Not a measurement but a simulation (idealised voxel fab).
process module | voxel capacitor over wiring
Section cut is 220 nm wide and gridded with 5 nm square cells.
Throughout this document, each cross-section is represented as a grid of square cells and is presented as a sequence of bands enumerated from the top downward, where a band comprises one or more rows of cells. This entry defines a band. It first specifies the height of the band's top and the height of its bottom in nm, and then specifies the band's materials from left to right, stating each material with its width in nm. The word "edge to edge" identifies a single material that fills the band from edge to edge, while the word "air" identifies empty space. Heights from 0 (as-received wafer is one material below). Bottom band endless downward, as "0..down". Read "30..40" as a graded width: first number on top, second number at the bottom, same change between each pair of neighbouring rows. Given "no change" for a step, no cell of the cross-section differs between before and after that step. Heads up: "Voids, fully enclosed" only lists the empty pockets with no open path to the top that are 8 cells or more, and it writes them as width x height at distance, distance from the left edge, in nm. That trailing text on a step's line, after the settings, is the simulator's own remark on the step. The optional step-line setting "overlay nm" applies to steps with a mask and quantifies how far to the right of its planned location the mask lay, a negative value indicating leftward placement.
Below is the list of planned process steps:
1: RECEIVE: material Si
2: CONFORMAL_DEP: material SiO2, thk nm 10
3: CONFORMAL_DEP: material SiN, thk nm 5
4: DIRECTIONAL_DEP: material SiO2, thk nm 15
5: PATTERN: tone open, mask id METAL_1, material resist, width nm 20, pitch nm 80, thk nm 20, overlay nm 0
6: DIRECTIONAL_ETCH: etch materials SiO2, depth nm 15
7: DIRECTIONAL_ETCH: etch materials SiN, depth nm 5
8: STRIP: etch materials resist
9: CONFORMAL_DEP: material TiN, thk nm 5
10: FILL_DEP: material Ru, thk nm 10
11: CMP: height nm 30
12: EPI: material Ru, thk nm 5
13: FILL_DEP: material SiCN, thk nm 5
14: DIRECTIONAL_DEP: material lowk, thk nm 20
15: DIRECTIONAL_DEP: material aC, thk nm 10
16: PATTERN: tone open, mask id PLUG_1, material resist, width nm 15, thk nm 25, overlay nm 0
17: DIRECTIONAL_ETCH: etch materials aC, depth nm 10
18: STRIP: etch materials resist
19: DIRECTIONAL_ETCH: etch materials lowk, depth nm 20
20: DIRECTIONAL_ETCH: etch materials SiCN, depth nm 5
21: STRIP: etch materials aC
22: EPI: material Ru, thk nm 10
23: EPI: material Ru, thk nm 10
24: EPI: material Ru, thk nm 5
25: DIRECTIONAL_DEP: material TiN, thk nm 5
26: DIRECTIONAL_DEP: material Al2O3, thk nm 5
27: DIRECTIONAL_DEP: material TiN, thk nm 5
28: DIRECTIONAL_DEP: material aC, thk nm 15
29: PATTERN: tone cover, mask id UPPER_PLATE, material resist, width nm 65, thk nm 35, overlay nm 0
30: DIRECTIONAL_ETCH: etch materials aC, depth nm 15
31: STRIP: etch materials resist
32: DIRECTIONAL_ETCH: etch materials TiN, depth nm 5
33: DIRECTIONAL_ETCH: etch materials Al2O3, depth nm 5
34: STRIP: etch materials aC
35: DIRECTIONAL_DEP: material aC, thk nm 15
36: PATTERN: tone cover, mask id LOWER_PLATE, material resist, width nm 75, thk nm 35, overlay nm 0
37: DIRECTIONAL_ETCH: etch materials aC, depth nm 15
38: STRIP: etch materials resist
39: DIRECTIONAL_ETCH: etch materials TiN, depth nm 5
40: STRIP: etch materials aC
41: FILL_DEP: material SiO2, thk nm 15
42: CMP: height nm 85
43: PATTERN: tone open, mask id PLUG_2, material resist, width nm 15, thk nm 15, overlay nm 0
44: DIRECTIONAL_ETCH: etch materials SiO2, depth nm 10
45: STRIP: etch materials resist
46: CONFORMAL_DEP: material TiN, thk nm 5
47: FILL_DEP: material Cu, thk nm 10
48: CMP: height nm 85
49: CONFORMAL_DEP: material SiN, thk nm 5
Of two wafers, the first: run according to plan:
As received (post step 1): cross-section:
    0..down = Si edge to edge
    Voids, fully enclosed: none
Once step 2 is through, the wafer looks like this in cross-section:
    10..0 = SiO2 edge to edge
    Heights below 0 show no change.
Once step 3 is through, the wafer looks like this in cross-section:
    15..10 = SiN edge to edge
    Heights below 10 show no change.
Once step 4 is through, the wafer looks like this in cross-section:
    30..15 = SiO2 edge to edge
    Heights below 15 show no change.
Once step 5 is through, the wafer looks like this in cross-section:
    50..30 = 60 nm resist, then 20 nm air, then 60 nm resist, then 20 nm air, then 60 nm resist
    Heights below 30 show no change.
Once step 6 is through, the wafer looks like this in cross-section:
    50..30 = 60 nm resist, then 20 nm air, then 60 nm resist, then 20 nm air, then 60 nm resist
    30..15 = 60 nm SiO2, then 20 nm air, then 60 nm SiO2, then 20 nm air, then 60 nm SiO2
    Heights below 15 show no change.
Once step 7 is through, the wafer looks like this in cross-section:
    50..30 = 60 nm resist, then 20 nm air, then 60 nm resist, then 20 nm air, then 60 nm resist
    30..15 = 60 nm SiO2, then 20 nm air, then 60 nm SiO2, then 20 nm air, then 60 nm SiO2
    15..10 = 60 nm SiN, then 20 nm air, then 60 nm SiN, then 20 nm air, then 60 nm SiN
    Heights below 10 show no change.
Once step 8 is through, the wafer looks like this in cross-section:
    30..15 = 60 nm SiO2, then 20 nm air, then 60 nm SiO2, then 20 nm air, then 60 nm SiO2
    Heights below 15 show no change.
Once step 9 is through, the wafer looks like this in cross-section:
    35..30 = 65 nm TiN, then 10 nm air, then 70 nm TiN, then 10 nm air, then 65 nm TiN
    30..15 = 60 nm SiO2, then 5 nm TiN, then 10 nm air, then 5 nm TiN, then 60 nm SiO2, then 5 nm TiN, then 10 nm air, then 5 nm TiN, then 60 nm SiO2
    15..10 = 60 nm SiN, then 20 nm TiN, then 60 nm SiN, then 20 nm TiN, then 60 nm SiN
    Heights below 10 show no change.
Once step 10 is through, the wafer looks like this in cross-section:
    45..35 = Ru edge to edge
    35..30 = 65 nm TiN, then 10 nm Ru, then 70 nm TiN, then 10 nm Ru, then 65 nm TiN
    30..15 = 60 nm SiO2, then 5 nm TiN, then 10 nm Ru, then 5 nm TiN, then 60 nm SiO2, then 5 nm TiN, then 10 nm Ru, then 5 nm TiN, then 60 nm SiO2
    Heights below 15 show no change.
Once step 11 is through, the wafer looks like this in cross-section:
    30..15 = 60 nm SiO2, then 5 nm TiN, then 10 nm Ru, then 5 nm TiN, then 60 nm SiO2, then 5 nm TiN, then 10 nm Ru, then 5 nm TiN, then 60 nm SiO2
    Heights below 15 show no change.
Once step 12 is through, the wafer looks like this in cross-section:
    35..30 = 55 nm air, then 30 nm Ru, then 50 nm air, then 30 nm Ru, then 55 nm air
    Heights below 30 show no change.
Once step 13 is through, the wafer looks like this in cross-section:
    40..35 = SiCN edge to edge
    35..30 = 55 nm SiCN, then 30 nm Ru, then 50 nm SiCN, then 30 nm Ru, then 55 nm SiCN
    Heights below 30 show no change.
Once step 14 is through, the wafer looks like this in cross-section:
    60..40 = lowk edge to edge
    Heights below 40 show no change.
Once step 15 is through, the wafer looks like this in cross-section:
    70..60 = aC edge to edge
    Heights below 60 show no change.
Once step 16 is through, the wafer looks like this in cross-section:
    95..70 = 65 nm resist, then 15 nm air, then 140 nm resist
    Heights below 70 show no change.
Once step 17 is through, the wafer looks like this in cross-section:
    85..70 = 65 nm resist, then 15 nm air, then 140 nm resist
    70..60 = 65 nm aC, then 15 nm air, then 140 nm aC
    Heights below 60 show no change.
Once step 18 is through, the wafer looks like this in cross-section:
    70..60 = 65 nm aC, then 15 nm air, then 140 nm aC
    Heights below 60 show no change.
Once step 19 is through, the wafer looks like this in cross-section:
    70..60 = 65 nm aC, then 15 nm air, then 140 nm aC
    60..40 = 65 nm lowk, then 15 nm air, then 140 nm lowk
    Heights below 40 show no change.
Once step 20 is through, the wafer looks like this in cross-section:
    70..60 = 65 nm aC, then 15 nm air, then 140 nm aC
    60..40 = 65 nm lowk, then 15 nm air, then 140 nm lowk
    40..35 = 65 nm SiCN, then 15 nm air, then 140 nm SiCN
    Heights below 35 show no change.
Once step 21 is through, the wafer looks like this in cross-section:
    60..40 = 65 nm lowk, then 15 nm air, then 140 nm lowk
    Heights below 40 show no change.
Once step 22 is through, the wafer looks like this in cross-section:
    60..45 = 65 nm lowk, then 15 nm air, then 140 nm lowk
    45..40 = 65 nm lowk, then 15 nm Ru, then 140 nm lowk
    40..35 = 65 nm SiCN, then 15 nm Ru, then 140 nm SiCN
    Heights below 35 show no change.
Once step 23 is through, the wafer looks like this in cross-section:
    60..55 = 65 nm lowk, then 15 nm air, then 140 nm lowk
    55..40 = 65 nm lowk, then 15 nm Ru, then 140 nm lowk
    Heights below 40 show no change.
Once step 24 is through, the wafer looks like this in cross-section:
    60..40 = 65 nm lowk, then 15 nm Ru, then 140 nm lowk
    Heights below 40 show no change.
Once step 25 is through, the wafer looks like this in cross-section:
    65..60 = TiN edge to edge
    Heights below 60 show no change.
Once step 26 is through, the wafer looks like this in cross-section:
    70..65 = Al2O3 edge to edge
    Heights below 65 show no change.
Once step 27 is through, the wafer looks like this in cross-section:
    75..70 = TiN edge to edge
    Heights below 70 show no change.
Once step 28 is through, the wafer looks like this in cross-section:
    90..75 = aC edge to edge
    Heights below 75 show no change.
Once step 29 is through, the wafer looks like this in cross-section:
    125..90 = 65 nm air, then 65 nm resist, then 90 nm air
    Heights below 90 show no change.
Once step 30 is through, the wafer looks like this in cross-section:
    110..90 = 65 nm air, then 65 nm resist, then 90 nm air
    90..75 = 65 nm air, then 65 nm aC, then 90 nm air
    Heights below 75 show no change.
Once step 31 is through, the wafer looks like this in cross-section:
    90..75 = 65 nm air, then 65 nm aC, then 90 nm air
    Heights below 75 show no change.
Once step 32 is through, the wafer looks like this in cross-section:
    90..75 = 65 nm air, then 65 nm aC, then 90 nm air
    75..70 = 65 nm air, then 65 nm TiN, then 90 nm air
    Heights below 70 show no change.
Once step 33 is through, the wafer looks like this in cross-section:
    90..75 = 65 nm air, then 65 nm aC, then 90 nm air
    75..70 = 65 nm air, then 65 nm TiN, then 90 nm air
    70..65 = 65 nm air, then 65 nm Al2O3, then 90 nm air
    Heights below 65 show no change.
Once step 34 is through, the wafer looks like this in cross-section:
    75..70 = 65 nm air, then 65 nm TiN, then 90 nm air
    Heights below 70 show no change.
Once step 35 is through, the wafer looks like this in cross-section:
    90..80 = 65 nm air, then 65 nm aC, then 90 nm air
    80..75 = aC edge to edge
    75..70 = 65 nm aC, then 65 nm TiN, then 90 nm aC
    70..65 = 65 nm aC, then 65 nm Al2O3, then 90 nm aC
    Heights below 65 show no change.
Once step 36 is through, the wafer looks like this in cross-section:
    125..90 = 60 nm air, then 75 nm resist, then 85 nm air
    90..80 = 60 nm air, then 5 nm resist, then 65 nm aC, then 5 nm resist, then 85 nm air
    Heights below 80 show no change.
Once step 37 is through, the wafer looks like this in cross-section:
    110..90 = 60 nm air, then 75 nm resist, then 85 nm air
    90..80 = 60 nm air, then 5 nm resist, then 65 nm aC, then 5 nm resist, then 85 nm air
    80..75 = 60 nm air, then 75 nm aC, then 85 nm air
    75..70 = 60 nm air, then 5 nm aC, then 65 nm TiN, then 5 nm aC, then 85 nm air
    70..65 = 60 nm air, then 5 nm aC, then 65 nm Al2O3, then 5 nm aC, then 85 nm air
    Heights below 65 show no change.
Once step 38 is through, the wafer looks like this in cross-section:
    90..80 = 65 nm air, then 65 nm aC, then 90 nm air
    Heights below 80 show no change.
Once step 39 is through, the wafer looks like this in cross-section:
    90..80 = 65 nm air, then 65 nm aC, then 90 nm air
    80..75 = 60 nm air, then 75 nm aC, then 85 nm air
    75..70 = 60 nm air, then 5 nm aC, then 65 nm TiN, then 5 nm aC, then 85 nm air
    70..65 = 60 nm air, then 5 nm aC, then 65 nm Al2O3, then 5 nm aC, then 85 nm air
    65..60 = 60 nm air, then 75 nm TiN, then 85 nm air
    Heights below 60 show no change.
Once step 40 is through, the wafer looks like this in cross-section:
    75..70 = 65 nm air, then 65 nm TiN, then 90 nm air
    70..65 = 65 nm air, then 65 nm Al2O3, then 90 nm air
    Heights below 65 show no change.
Once step 41 is through, the wafer looks like this in cross-section:
    90..75 = SiO2 edge to edge
    75..70 = 65 nm SiO2, then 65 nm TiN, then 90 nm SiO2
    70..65 = 65 nm SiO2, then 65 nm Al2O3, then 90 nm SiO2
    65..60 = 60 nm SiO2, then 75 nm TiN, then 85 nm SiO2
    Heights below 60 show no change.
Once step 42 is through, the wafer looks like this in cross-section:
    85..75 = SiO2 edge to edge
    Heights below 75 show no change.
Once step 43 is through, the wafer looks like this in cross-section:
    100..85 = 75 nm resist, then 15 nm air, then 130 nm resist
    Heights below 85 show no change.
Once step 44 is through, the wafer looks like this in cross-section:
    100..85 = 75 nm resist, then 15 nm air, then 130 nm resist
    85..75 = 75 nm SiO2, then 15 nm air, then 130 nm SiO2
    Heights below 75 show no change.
Once step 45 is through, the wafer looks like this in cross-section:
    85..75 = 75 nm SiO2, then 15 nm air, then 130 nm SiO2
    Heights below 75 show no change.
Once step 46 is through, the wafer looks like this in cross-section:
    90..85 = 80 nm TiN, then 5 nm air, then 135 nm TiN
    85..80 = 75 nm SiO2, then 5 nm TiN, then 5 nm air, then 5 nm TiN, then 130 nm SiO2
    80..70 = 75..65 nm SiO2, then 15..65 nm TiN, then 130..90 nm SiO2
    Heights below 70 show no change.
Once step 47 is through, the wafer looks like this in cross-section:
    100..90 = Cu edge to edge
    90..85 = 80 nm TiN, then 5 nm Cu, then 135 nm TiN
    85..80 = 75 nm SiO2, then 5 nm TiN, then 5 nm Cu, then 5 nm TiN, then 130 nm SiO2
    Heights below 80 show no change.
Once step 48 is through, the wafer looks like this in cross-section:
    85..80 = 75 nm SiO2, then 5 nm TiN, then 5 nm Cu, then 5 nm TiN, then 130 nm SiO2
    Heights below 80 show no change.
Once step 49 is through, the wafer looks like this in cross-section:
    90..85 = SiN edge to edge
    Heights below 85 show no change.
Second wafer: same start and same plan as the first, one execution error; identical to the first through step 35:
The second wafer cut through, at the time step 36 was supposed to be finished:
    125..90 = 60 nm resist, then 75 nm air, then 85 nm resist
    90..80 = 60 nm resist, then 5 nm air, then 65 nm aC, then 5 nm air, then 85 nm resist
    Heights below 80 show no change.
The second wafer cut through, at the time step 37 was supposed to be finished:
    110..80 = 60 nm resist, then 75 nm air, then 85 nm resist
    80..75 = 60 nm aC, then 75 nm air, then 85 nm aC
    75..70 = 60 nm aC, then 5 nm air, then 65 nm TiN, then 5 nm air, then 85 nm aC
    70..65 = 60 nm aC, then 5 nm air, then 65 nm Al2O3, then 5 nm air, then 85 nm aC
    Heights below 65 show no change.
The second wafer cut through, at the time step 38 was supposed to be finished:
    80..75 = 60 nm aC, then 75 nm air, then 85 nm aC
    Heights below 75 show no change.
The second wafer cut through, at the time step 39 was supposed to be finished:
    80..70 = 60 nm aC, then 75 nm air, then 85 nm aC
    70..65 = 60 nm aC, then 5 nm air, then 65 nm Al2O3, then 5 nm air, then 85 nm aC
    65..60 = 60 nm TiN, then 5 nm air, then 65 nm TiN, then 5 nm air, then 85 nm TiN
    Heights below 60 show no change.
The second wafer cut through, at the time step 40 was supposed to be finished:
    70..65 = 65 nm air, then 65 nm Al2O3, then 90 nm air
    Heights below 65 show no change.
The second wafer cut through, at the time step 41 was supposed to be finished:
    85..70 = SiO2 edge to edge
    70..65 = 65 nm SiO2, then 65 nm Al2O3, then 90 nm SiO2
    65..60 = 60 nm TiN, then 5 nm SiO2, then 65 nm TiN, then 5 nm SiO2, then 85 nm TiN
    Heights below 60 show no change.
The second wafer cut through, at the time step 42 was supposed to be finished: no change
The second wafer cut through, at the time step 43 was supposed to be finished:
    100..85 = 75 nm resist, then 15 nm air, then 130 nm resist
    Heights below 85 show no change.
The second wafer cut through, at the time step 44 was supposed to be finished:
    100..85 = 75 nm resist, then 15 nm air, then 130 nm resist
    85..75 = 75 nm SiO2, then 15 nm air, then 130 nm SiO2
    Heights below 75 show no change.
The second wafer cut through, at the time step 45 was supposed to be finished:
    85..75 = 75 nm SiO2, then 15 nm air, then 130 nm SiO2
    Heights below 75 show no change.
The second wafer cut through, at the time step 46 was supposed to be finished:
    90..85 = 80 nm TiN, then 5 nm air, then 135 nm TiN
    85..80 = 75 nm SiO2, then 5 nm TiN, then 5 nm air, then 5 nm TiN, then 130 nm SiO2
    80..75 = 75 nm SiO2, then 15 nm TiN, then 130 nm SiO2
    Heights below 75 show no change.
The second wafer cut through, at the time step 47 was supposed to be finished:
    100..90 = Cu edge to edge
    90..85 = 80 nm TiN, then 5 nm Cu, then 135 nm TiN
    85..80 = 75 nm SiO2, then 5 nm TiN, then 5 nm Cu, then 5 nm TiN, then 130 nm SiO2
    Heights below 80 show no change.
The second wafer cut through, at the time step 48 was supposed to be finished:
    85..80 = 75 nm SiO2, then 5 nm TiN, then 5 nm Cu, then 5 nm TiN, then 130 nm SiO2
    Heights below 80 show no change.
The second wafer cut through, at the time step 49 was supposed to be finished:
    90..85 = SiN edge to edge
    Heights below 85 show no change.
In executing the process, a mistake was made relative to the plan: not per plan at step 36, really ran PATTERN: tone open, mask id LOWER_PLATE, material resist, width nm 75, thk nm 35, overlay nm 0
Counted in cells at the end, the second wafer holds more or fewer of these materials than the first: 14 fewer of SiO2 | 14 more of TiN
